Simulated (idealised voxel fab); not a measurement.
Documented hereafter: the process module known as voxel capacitor over wiring.
FYI the section here is cut, 235 nm wide, cells are 5 nm squares.
Notation: cross-section as square-cell grid; stated in bands, top first, going down; one or more cell rows per band.
For a band, the entry starts with two heights in nm, that of the top and then that of the bottom, and carries on with the band's materials in order from left to right, each alongside its width in nm; the word "everywhere" beside a single material means it fills the band edge to edge, and "air" means empty space.
The level at which height equals 0 is the one under which the wafer, as it arrives, is entirely one material. No lower edge exists for the bottom band, which continues downward and is notated as in "0 and below".
Width spec "30 to 40" -> top row of cells at first value, bottom row at second value, equal per-row change in between.
Basically "left unchanged" means that step didn't change any cell in the cross-section.
Closed void catalog: empty space of 8 cells or more with no open way to the top, each as width x height at its distance from the left edge, in nm
If you see something after the settings on a step's line, that's the simulator's own remark about that step.
When a step includes a mask, the "overlay nm" setting on its line states how far to the right of its planned place that mask lay, and negative values state how far to the left.

Here's what the planned process steps look like:
1 RECEIVE with material Si
2 CONFORMAL_DEP with material SiO2, thk nm 10
3 CONFORMAL_DEP with material SiCN, thk nm 5
4 DIRECTIONAL_DEP with material SiO2, thk nm 15
5 PATTERN with tone open, mask id METAL_1, material resist, width nm 30, pitch nm 100, thk nm 20, overlay nm 0
6 DIRECTIONAL_ETCH with etch materials SiO2, depth nm 15
7 DIRECTIONAL_ETCH with etch materials SiCN, depth nm 5
8 STRIP with etch materials resist
9 CONFORMAL_DEP with material TiN, thk nm 5
10 FILL_DEP with material Cu, thk nm 5
11 CMP with height nm 30
12 CONFORMAL_DEP with material SiCN, thk nm 5
13 DIRECTIONAL_DEP with material lowk, thk nm 15
14 MASKED_ETCH with tone open, mask id PLUG_1, width nm 15, etch materials lowk, depth nm 15, overlay nm 0
15 MASKED_ETCH with tone open, mask id PLUG_1, width nm 15, etch materials SiCN, depth nm 5, overlay nm 0
16 EPI with material Ru, thk nm 10
17 EPI with material Ru, thk nm 10
18 DIRECTIONAL_DEP with material TiN, thk nm 5
19 DIRECTIONAL_DEP with material Al2O3, thk nm 5
20 DIRECTIONAL_DEP with material TiN, thk nm 5
21 MASKED_ETCH with tone cover, mask id UPPER_PLATE, width nm 75, etch materials TiN, depth nm 5, overlay nm 0
22 MASKED_ETCH with tone cover, mask id UPPER_PLATE, width nm 75, etch materials Al2O3, depth nm 5, overlay nm 0
23 PATTERN with tone cover, mask id LOWER_PLATE, material resist, width nm 85, thk nm 15, overlay nm 0
24 DIRECTIONAL_ETCH with etch materials TiN, depth nm 5
25 STRIP with etch materials resist
26 FILL_DEP with material SiO2, thk nm 15
27 CMP with height nm 75
28 DIRECTIONAL_DEP with material aC, thk nm 10
29 PATTERN with tone open, mask id PLUG_2, material resist, width nm 15, thk nm 30, overlay nm 0
30 DIRECTIONAL_ETCH with etch materials aC, depth nm 10
31 STRIP with etch materials resist
32 DIRECTIONAL_ETCH with etch materials SiO2, depth nm 10
33 STRIP with etch materials aC
34 CONFORMAL_DEP with material TiN, thk nm 5
35 FILL_DEP with material Cu, thk nm 10
36 CMP with height nm 75
37 CONFORMAL_DEP with material SiCN, thk nm 5

first wafer, as planned:

Wafer cross-section on receipt, i.e. after step 1:
	0 and below  Si everywhere
	Closed void catalog: none

Step 2 complete: cross-section through the wafer:
	10 down to 0  SiO2 everywhere
	For the remainder of the cross-section, below 0, there is no change.

Step 3 complete: cross-section through the wafer:
	15 down to 10  SiCN everywhere
	For the remainder of the cross-section, below 10, there is no change.

Step 4 complete: cross-section through the wafer:
	30 down to 15  SiO2 everywhere
	For the remainder of the cross-section, below 15, there is no change.

Step 5 complete: cross-section through the wafer:
	50 down to 30  resist=50; air=30; resist=70; air=30; resist=55
	For the remainder of the cross-section, below 30, there is no change.

Step 6 complete: cross-section through the wafer:
	50 down to 30  resist=50; air=30; resist=70; air=30; resist=55
	30 down to 15  SiO2=50; air=30; SiO2=70; air=30; SiO2=55
	For the remainder of the cross-section, below 15, there is no change.

Step 7 complete: cross-section through the wafer:
	50 down to 30  resist=50; air=30; resist=70; air=30; resist=55
	30 down to 15  SiO2=50; air=30; SiO2=70; air=30; SiO2=55
	15 down to 10  SiCN=50; air=30; SiCN=70; air=30; SiCN=55
	For the remainder of the cross-section, below 10, there is no change.

Step 8 complete: cross-section through the wafer:
	30 down to 15  SiO2=50; air=30; SiO2=70; air=30; SiO2=55
	For the remainder of the cross-section, below 15, there is no change.

Step 9 complete: cross-section through the wafer:
	35 down to 30  TiN=55; air=20; TiN=80; air=20; TiN=60
	30 down to 15  SiO2=50; TiN=5; air=20; TiN=5; SiO2=70; TiN=5; air=20; TiN=5; SiO2=55
	15 down to 10  SiCN=50; TiN=30; SiCN=70; TiN=30; SiCN=55
	For the remainder of the cross-section, below 10, there is no change.

Step 10 complete: cross-section through the wafer:
	40 down to 35  Cu everywhere
	35 down to 30  TiN=55; Cu=20; TiN=80; Cu=20; TiN=60
	30 down to 15  SiO2=50; TiN=5; Cu=20; TiN=5; SiO2=70; TiN=5; Cu=20; TiN=5; SiO2=55
	For the remainder of the cross-section, below 15, there is no change.

Step 11 complete: cross-section through the wafer:
	30 down to 15  SiO2=50; TiN=5; Cu=20; TiN=5; SiO2=70; TiN=5; Cu=20; TiN=5; SiO2=55
	For the remainder of the cross-section, below 15, there is no change.

Step 12 complete: cross-section through the wafer:
	35 down to 30  SiCN everywhere
	For the remainder of the cross-section, below 30, there is no change.

Step 13 complete: cross-section through the wafer:
	50 down to 35  lowk everywhere
	For the remainder of the cross-section, below 35, there is no change.

Step 14 complete: cross-section through the wafer:
	50 down to 35  lowk=65; air=15; lowk=155
	For the remainder of the cross-section, below 35, there is no change.

Step 15 complete: cross-section through the wafer:
	50 down to 35  lowk=65; air=15; lowk=155
	35 down to 30  SiCN=65; air=15; SiCN=155
	For the remainder of the cross-section, below 30, there is no change.

Step 16 complete: cross-section through the wafer:
	50 down to 40  lowk=65; air=15; lowk=155
	40 down to 35  lowk=65; Ru=15; lowk=155
	35 down to 30  SiCN=65; Ru=15; SiCN=155
	For the remainder of the cross-section, below 30, there is no change.

Step 17 complete: cross-section through the wafer:
	50 down to 35  lowk=65; Ru=15; lowk=155
	For the remainder of the cross-section, below 35, there is no change.

Step 18 complete: cross-section through the wafer:
	55 down to 50  TiN everywhere
	For the remainder of the cross-section, below 50, there is no change.

Step 19 complete: cross-section through the wafer:
	60 down to 55  Al2O3 everywhere
	For the remainder of the cross-section, below 55, there is no change.

Step 20 complete: cross-section through the wafer:
	65 down to 60  TiN everywhere
	For the remainder of the cross-section, below 60, there is no change.

Step 21 complete: cross-section through the wafer:
	65 down to 60  air=65; TiN=75; air=95
	For the remainder of the cross-section, below 60, there is no change.

Step 22 complete: cross-section through the wafer:
	65 down to 60  air=65; TiN=75; air=95
	60 down to 55  air=65; Al2O3=75; air=95
	For the remainder of the cross-section, below 55, there is no change.

Step 23 complete: cross-section through the wafer:
	80 down to 65  air=60; resist=85; air=90
	65 down to 60  air=60; resist=5; TiN=75; resist=5; air=90
	60 down to 55  air=60; resist=5; Al2O3=75; resist=5; air=90
	For the remainder of the cross-section, below 55, there is no change.

Step 24 complete: cross-section through the wafer:
	80 down to 65  air=60; resist=85; air=90
	65 down to 60  air=60; resist=5; TiN=75; resist=5; air=90
	60 down to 55  air=60; resist=5; Al2O3=75; resist=5; air=90
	55 down to 50  air=60; TiN=85; air=90
	For the remainder of the cross-section, below 50, there is no change.

Step 25 complete: cross-section through the wafer:
	65 down to 60  air=65; TiN=75; air=95
	60 down to 55  air=65; Al2O3=75; air=95
	For the remainder of the cross-section, below 55, there is no change.

Step 26 complete: cross-section through the wafer:
	80 down to 65  SiO2 everywhere
	65 down to 60  SiO2=65; TiN=75; SiO2=95
	60 down to 55  SiO2=65; Al2O3=75; SiO2=95
	55 down to 50  SiO2=60; TiN=85; SiO2=90
	For the remainder of the cross-section, below 50, there is no change.

Step 27 complete: cross-section through the wafer:
	75 down to 65  SiO2 everywhere
	For the remainder of the cross-section, below 65, there is no change.

Step 28 complete: cross-section through the wafer:
	85 down to 75  aC everywhere
	For the remainder of the cross-section, below 75, there is no change.

Step 29 complete: cross-section through the wafer:
	115 down to 85  resist=75; air=15; resist=145
	For the remainder of the cross-section, below 85, there is no change.

Step 30 complete: cross-section through the wafer:
	105 down to 85  resist=75; air=15; resist=145
	85 down to 75  aC=75; air=15; aC=145
	For the remainder of the cross-section, below 75, there is no change.

Step 31 complete: cross-section through the wafer:
	85 down to 75  aC=75; air=15; aC=145
	For the remainder of the cross-section, below 75, there is no change.

Step 32 complete: cross-section through the wafer:
	85 down to 75  aC=75; air=15; aC=145
	75 down to 65  SiO2=75; air=15; SiO2=145
	For the remainder of the cross-section, below 65, there is no change.

Step 33 complete: cross-section through the wafer:
	75 down to 65  SiO2=75; air=15; SiO2=145
	For the remainder of the cross-section, below 65, there is no change.

Step 34 complete: cross-section through the wafer:
	80 down to 75  TiN=80; air=5; TiN=150
	75 down to 70  SiO2=75; TiN=5; air=5; TiN=5; SiO2=145
	70 down to 60  SiO2=75 to 65; TiN=15 to 75; SiO2=145 to 95
	For the remainder of the cross-section, below 60, there is no change.

Step 35 complete: cross-section through the wafer:
	90 down to 80  Cu everywhere
	80 down to 75  TiN=80; Cu=5; TiN=150
	75 down to 70  SiO2=75; TiN=5; Cu=5; TiN=5; SiO2=145
	For the remainder of the cross-section, below 70, there is no change.

Step 36 complete: cross-section through the wafer:
	75 down to 70  SiO2=75; TiN=5; Cu=5; TiN=5; SiO2=145
	For the remainder of the cross-section, below 70, there is no change.

Step 37 complete: cross-section through the wafer:
	80 down to 75  SiCN everywhere
	For the remainder of the cross-section, below 75, there is no change.

Now the other wafer: same start, same recipe, but we messed up one thing when running it. Up to and including step 4 it's the same as the first one:

Look at the second wafer in cross-section at the time step 5 ought to have finished:
	50 down to 30  resist=40; air=30; resist=70; air=30; resist=65
	For the remainder of the cross-section, below 30, there is no change.

Look at the second wafer in cross-section at the time step 6 ought to have finished:
	50 down to 30  resist=40; air=30; resist=70; air=30; resist=65
	30 down to 15  SiO2=40; air=30; SiO2=70; air=30; SiO2=65
	For the remainder of the cross-section, below 15, there is no change.

Look at the second wafer in cross-section at the time step 7 ought to have finished:
	50 down to 30  resist=40; air=30; resist=70; air=30; resist=65
	30 down to 15  SiO2=40; air=30; SiO2=70; air=30; SiO2=65
	15 down to 10  SiCN=40; air=30; SiCN=70; air=30; SiCN=65
	For the remainder of the cross-section, below 10, there is no change.

Look at the second wafer in cross-section at the time step 8 ought to have finished:
	30 down to 15  SiO2=40; air=30; SiO2=70; air=30; SiO2=65
	For the remainder of the cross-section, below 15, there is no change.

Look at the second wafer in cross-section at the time step 9 ought to have finished:
	35 down to 30  TiN=45; air=20; TiN=80; air=20; TiN=70
	30 down to 15  SiO2=40; TiN=5; air=20; TiN=5; SiO2=70; TiN=5; air=20; TiN=5; SiO2=65
	15 down to 10  SiCN=40; TiN=30; SiCN=70; TiN=30; SiCN=65
	For the remainder of the cross-section, below 10, there is no change.

Look at the second wafer in cross-section at the time step 10 ought to have finished:
	40 down to 35  Cu everywhere
	35 down to 30  TiN=45; Cu=20; TiN=80; Cu=20; TiN=70
	30 down to 15  SiO2=40; TiN=5; Cu=20; TiN=5; SiO2=70; TiN=5; Cu=20; TiN=5; SiO2=65
	For the remainder of the cross-section, below 15, there is no change.

Look at the second wafer in cross-section at the time step 11 ought to have finished:
	30 down to 15  SiO2=40; TiN=5; Cu=20; TiN=5; SiO2=70; TiN=5; Cu=20; TiN=5; SiO2=65
	For the remainder of the cross-section, below 15, there is no change.

Look at the second wafer in cross-section at the time step 12 ought to have finished:
	35 down to 30  SiCN everywhere
	For the remainder of the cross-section, below 30, there is no change.

Look at the second wafer in cross-section at the time step 13 ought to have finished:
	50 down to 35  lowk everywhere
	For the remainder of the cross-section, below 35, there is no change.

Look at the second wafer in cross-section at the time step 14 ought to have finished:
	50 down to 35  lowk=65; air=15; lowk=155
	For the remainder of the cross-section, below 35, there is no change.

Look at the second wafer in cross-section at the time step 15 ought to have finished:
	50 down to 35  lowk=65; air=15; lowk=155
	35 down to 30  SiCN=65; air=15; SiCN=155
	For the remainder of the cross-section, below 30, there is no change.

Look at the second wafer in cross-section at the time step 16 ought to have finished:
	50 down to 40  lowk=65; air=15; lowk=155
	40 down to 35  lowk=65; Ru=15; lowk=155
	35 down to 30  SiCN=65; Ru=15; SiCN=155
	For the remainder of the cross-section, below 30, there is no change.

Look at the second wafer in cross-section at the time step 17 ought to have finished:
	50 down to 35  lowk=65; Ru=15; lowk=155
	For the remainder of the cross-section, below 35, there is no change.

Look at the second wafer in cross-section at the time step 18 ought to have finished:
	55 down to 50  TiN everywhere
	For the remainder of the cross-section, below 50, there is no change.

Look at the second wafer in cross-section at the time step 19 ought to have finished:
	60 down to 55  Al2O3 everywhere
	For the remainder of the cross-section, below 55, there is no change.

Look at the second wafer in cross-section at the time step 20 ought to have finished:
	65 down to 60  TiN everywhere
	For the remainder of the cross-section, below 60, there is no change.

Look at the second wafer in cross-section at the time step 21 ought to have finished:
	65 down to 60  air=65; TiN=75; air=95
	For the remainder of the cross-section, below 60, there is no change.

Look at the second wafer in cross-section at the time step 22 ought to have finished:
	65 down to 60  air=65; TiN=75; air=95
	60 down to 55  air=65; Al2O3=75; air=95
	For the remainder of the cross-section, below 55, there is no change.

Look at the second wafer in cross-section at the time step 23 ought to have finished:
	80 down to 65  air=60; resist=85; air=90
	65 down to 60  air=60; resist=5; TiN=75; resist=5; air=90
	60 down to 55  air=60; resist=5; Al2O3=75; resist=5; air=90
	For the remainder of the cross-section, below 55, there is no change.

Look at the second wafer in cross-section at the time step 24 ought to have finished:
	80 down to 65  air=60; resist=85; air=90
	65 down to 60  air=60; resist=5; TiN=75; resist=5; air=90
	60 down to 55  air=60; resist=5; Al2O3=75; resist=5; air=90
	55 down to 50  air=60; TiN=85; air=90
	For the remainder of the cross-section, below 50, there is no change.

Look at the second wafer in cross-section at the time step 25 ought to have finished:
	65 down to 60  air=65; TiN=75; air=95
	60 down to 55  air=65; Al2O3=75; air=95
	For the remainder of the cross-section, below 55, there is no change.

Look at the second wafer in cross-section at the time step 26 ought to have finished:
	80 down to 65  SiO2 everywhere
	65 down to 60  SiO2=65; TiN=75; SiO2=95
	60 down to 55  SiO2=65; Al2O3=75; SiO2=95
	55 down to 50  SiO2=60; TiN=85; SiO2=90
	For the remainder of the cross-section, below 50, there is no change.

Look at the second wafer in cross-section at the time step 27 ought to have finished:
	75 down to 65  SiO2 everywhere
	For the remainder of the cross-section, below 65, there is no change.

Look at the second wafer in cross-section at the time step 28 ought to have finished:
	85 down to 75  aC everywhere
	For the remainder of the cross-section, below 75, there is no change.

Look at the second wafer in cross-section at the time step 29 ought to have finished:
	115 down to 85  resist=75; air=15; resist=145
	For the remainder of the cross-section, below 85, there is no change.

Look at the second wafer in cross-section at the time step 30 ought to have finished:
	105 down to 85  resist=75; air=15; resist=145
	85 down to 75  aC=75; air=15; aC=145
	For the remainder of the cross-section, below 75, there is no change.

Look at the second wafer in cross-section at the time step 31 ought to have finished:
	85 down to 75  aC=75; air=15; aC=145
	For the remainder of the cross-section, below 75, there is no change.

Look at the second wafer in cross-section at the time step 32 ought to have finished:
	85 down to 75  aC=75; air=15; aC=145
	75 down to 65  SiO2=75; air=15; SiO2=145
	For the remainder of the cross-section, below 65, there is no change.

Look at the second wafer in cross-section at the time step 33 ought to have finished:
	75 down to 65  SiO2=75; air=15; SiO2=145
	For the remainder of the cross-section, below 65, there is no change.

Look at the second wafer in cross-section at the time step 34 ought to have finished:
	80 down to 75  TiN=80; air=5; TiN=150
	75 down to 70  SiO2=75; TiN=5; air=5; TiN=5; SiO2=145
	70 down to 60  SiO2=75 to 65; TiN=15 to 75; SiO2=145 to 95
	For the remainder of the cross-section, below 60, there is no change.

Look at the second wafer in cross-section at the time step 35 ought to have finished:
	90 down to 80  Cu everywhere
	80 down to 75  TiN=80; Cu=5; TiN=150
	75 down to 70  SiO2=75; TiN=5; Cu=5; TiN=5; SiO2=145
	For the remainder of the cross-section, below 70, there is no change.

Look at the second wafer in cross-section at the time step 36 ought to have finished:
	75 down to 70  SiO2=75; TiN=5; Cu=5; TiN=5; SiO2=145
	For the remainder of the cross-section, below 70, there is no change.

Look at the second wafer in cross-section at the time step 37 ought to have finished:
	80 down to 75  SiCN everywhere
	For the remainder of the cross-section, below 75, there is no change.
What broke from the plan during processing? so step 5 ended up running with a different setting than we planned, it ran as PATTERN with tone open, mask id METAL_1, material resist, width nm 30, pitch nm 100, thk nm 20, overlay nm -10
Upon completion, the cell count for each material on the second wafer equals that on the first, whereas the spatial distribution of those cells differs.
